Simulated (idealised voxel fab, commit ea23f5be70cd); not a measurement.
A process module follows: voxel tone inversion.
Cross-sectional view cut (width: 145 nm; square cell size: 5 nm).
Reading order for cross-sections: top band down to bottom band. Underlying form: a grid of square cells. Band size: one or more rows of cells.
The entry gives the band's vertical extent as a top height and a bottom height in nm, then its horizontal make-up as materials from left to right, each with a width in nm. "blank" stands for empty space; a single material marked "full width" fills the band edge to edge.
Counting heights begins at 0, where everything beneath is, in the wafer as received, one material. The lowest band has no bottom; it goes on downwards, as "0 down" shows.
When a width is written as two numbers, as in "30 to 40", the first number is the width in the top row of cells of the band and the second is the width in its bottom row, and the width changes by the same amount from each row to the next.
"remained unchanged", as given for a step, is the statement that not any cell of the cross-section underwent a change during that step.
You'll see "Closed cavity list" listing empty spaces that have no way open to the top, as long as they're 8 cells or more; the notation is width x height at distance, where the distance is from the left edge, and all of it is in nm.
Whatever follows a step's settings on its line is a remark the simulator itself makes about that step.
The optional step-line setting "overlay nm" applies to steps with a mask and quantifies how far to the right of its planned location the mask lay, a negative value indicating leftward placement.

[Process steps foreseen in the plan]
1,RECEIVE [material Si]
2,CONFORMAL_DEP [material SiN] [thk nm 5]
3,DIRECTIONAL_DEP [material aC] [thk nm 25]
4,PATTERN [tone cover] [mask id POSTS] [material resist] [width nm 15] [pitch nm 35] [thk nm 30] [overlay nm 0]
5,DIRECTIONAL_ETCH [etch materials aC] [depth nm 25]
6,STRIP [etch materials resist]
7,FILL_DEP [material lowk] [thk nm 5]
8,CMP [height nm 30]
9,STRIP [etch materials aC]
10,CONFORMAL_DEP [material TiN] [thk nm 5]
11,FILL_DEP [material W] [thk nm 5]
12,CMP [height nm 30]
13,CONFORMAL_DEP [material SiN] [thk nm 5]

[First of the two wafers, run per plan]

[as received, after step 1]
> 0 down: Si full width
> Closed cavity list: none

[How the wafer stands in section after step 2]
> 5 to 0: SiN full width
> Below 0 it's all the same as before, nothing changed down there.

[How the wafer stands in section after step 3]
> 30 to 5: aC full width
> Below 5 it's all the same as before, nothing changed down there.

[How the wafer stands in section after step 4]
> 60 to 30: 30 nm blank / 15 nm resist / 20 nm blank / 15 nm resist / 20 nm blank / 15 nm resist / 30 nm blank
> Below 30 it's all the same as before, nothing changed down there.

[How the wafer stands in section after step 5]
> 35 to 30: 30 nm blank / 15 nm resist / 20 nm blank / 15 nm resist / 20 nm blank / 15 nm resist / 30 nm blank
> 30 to 5: 30 nm blank / 15 nm aC / 20 nm blank / 15 nm aC / 20 nm blank / 15 nm aC / 30 nm blank
> Below 5 it's all the same as before, nothing changed down there.

[How the wafer stands in section after step 6]
> 30 to 5: 30 nm blank / 15 nm aC / 20 nm blank / 15 nm aC / 20 nm blank / 15 nm aC / 30 nm blank
> Below 5 it's all the same as before, nothing changed down there.

[How the wafer stands in section after step 7]
> 35 to 30: lowk full width
> 30 to 5: 30 nm lowk / 15 nm aC / 20 nm lowk / 15 nm aC / 20 nm lowk / 15 nm aC / 30 nm lowk
> Below 5 it's all the same as before, nothing changed down there.

[How the wafer stands in section after step 8]
> 30 to 5: 30 nm lowk / 15 nm aC / 20 nm lowk / 15 nm aC / 20 nm lowk / 15 nm aC / 30 nm lowk
> Below 5 it's all the same as before, nothing changed down there.

[How the wafer stands in section after step 9]
> 30 to 5: 30 nm lowk / 15 nm blank / 20 nm lowk / 15 nm blank / 20 nm lowk / 15 nm blank / 30 nm lowk
> Below 5 it's all the same as before, nothing changed down there.

[How the wafer stands in section after step 10]
> 35 to 30: 35 nm TiN / 5 nm blank / 30 nm TiN / 5 nm blank / 30 nm TiN / 5 nm blank / 35 nm TiN
> 30 to 10: 30 nm lowk / 5 nm TiN / 5 nm blank / 5 nm TiN / 20 nm lowk / 5 nm TiN / 5 nm blank / 5 nm TiN / 20 nm lowk / 5 nm TiN / 5 nm blank / 5 nm TiN / 30 nm lowk
> 10 to 5: 30 nm lowk / 15 nm TiN / 20 nm lowk / 15 nm TiN / 20 nm lowk / 15 nm TiN / 30 nm lowk
> Below 5 it's all the same as before, nothing changed down there.

[How the wafer stands in section after step 11]
> 40 to 35: W full width
> 35 to 30: 35 nm TiN / 5 nm W / 30 nm TiN / 5 nm W / 30 nm TiN / 5 nm W / 35 nm TiN
> 30 to 10: 30 nm lowk / 5 nm TiN / 5 nm W / 5 nm TiN / 20 nm lowk / 5 nm TiN / 5 nm W / 5 nm TiN / 20 nm lowk / 5 nm TiN / 5 nm W / 5 nm TiN / 30 nm lowk
> Below 10 it's all the same as before, nothing changed down there.

[How the wafer stands in section after step 12]
> 30 to 10: 30 nm lowk / 5 nm TiN / 5 nm W / 5 nm TiN / 20 nm lowk / 5 nm TiN / 5 nm W / 5 nm TiN / 20 nm lowk / 5 nm TiN / 5 nm W / 5 nm TiN / 30 nm lowk
> Below 10 it's all the same as before, nothing changed down there.

[How the wafer stands in section after step 13]
> 35 to 30: SiN full width
> Below 30 it's all the same as before, nothing changed down there.

[Second Wafer (Identical Start and Plan, One Processing Error; Matches First Wafer Through Step 1)]

[Here is the second wafer in cross-section at the point where step 2 of the plan should have been done]
> 25 to 0: aC full width
> Below 0 it's all the same as before, nothing changed down there.

[Here is the second wafer in cross-section at the point where step 3 of the plan should have been done]
> 30 to 25: SiN full width
> Below 25 it's all the same as before, nothing changed down there.

[Here is the second wafer in cross-section at the point where step 4 of the plan should have been done]
> 60 to 30: 30 nm blank / 15 nm resist / 20 nm blank / 15 nm resist / 20 nm blank / 15 nm resist / 30 nm blank
> Below 30 it's all the same as before, nothing changed down there.

[Here is the second wafer in cross-section at the point where step 5 of the plan should have been done]
> 35 to 30: 30 nm blank / 15 nm resist / 20 nm blank / 15 nm resist / 20 nm blank / 15 nm resist / 30 nm blank
> Below 30 it's all the same as before, nothing changed down there.

[Here is the second wafer in cross-section at the point where step 6 of the plan should have been done]
> 30 to 25: SiN full width
> Below 25 it's all the same as before, nothing changed down there.

[Here is the second wafer in cross-section at the point where step 7 of the plan should have been done]
> 35 to 30: lowk full width
> Below 30 it's all the same as before, nothing changed down there.

[Here is the second wafer in cross-section at the point where step 8 of the plan should have been done]
> 30 to 25: SiN full width
> Below 25 it's all the same as before, nothing changed down there.

Here is the second wafer in cross-section at the point where step 9 of the plan should have been done: remained unchanged

[Here is the second wafer in cross-section at the point where step 10 of the plan should have been done]
> 35 to 30: TiN full width
> Below 30 it's all the same as before, nothing changed down there.

[Here is the second wafer in cross-section at the point where step 11 of the plan should have been done]
> 40 to 35: W full width
> Below 35 it's all the same as before, nothing changed down there.

[Here is the second wafer in cross-section at the point where step 12 of the plan should have been done]
> 30 to 25: SiN full width
> Below 25 it's all the same as before, nothing changed down there.

[Here is the second wafer in cross-section at the point where step 13 of the plan should have been done]
> 35 to 25: SiN full width
> Below 25 it's all the same as before, nothing changed down there.
What was done differently from what was planned? so 2 and 3 got swapped relative to the plan, each ran where the other was supposed to
Cell-count delta at end, second wafer over first, by material: 33 fewer of TiN | 12 fewer of W | 145 more of aC | 100 fewer of lowk
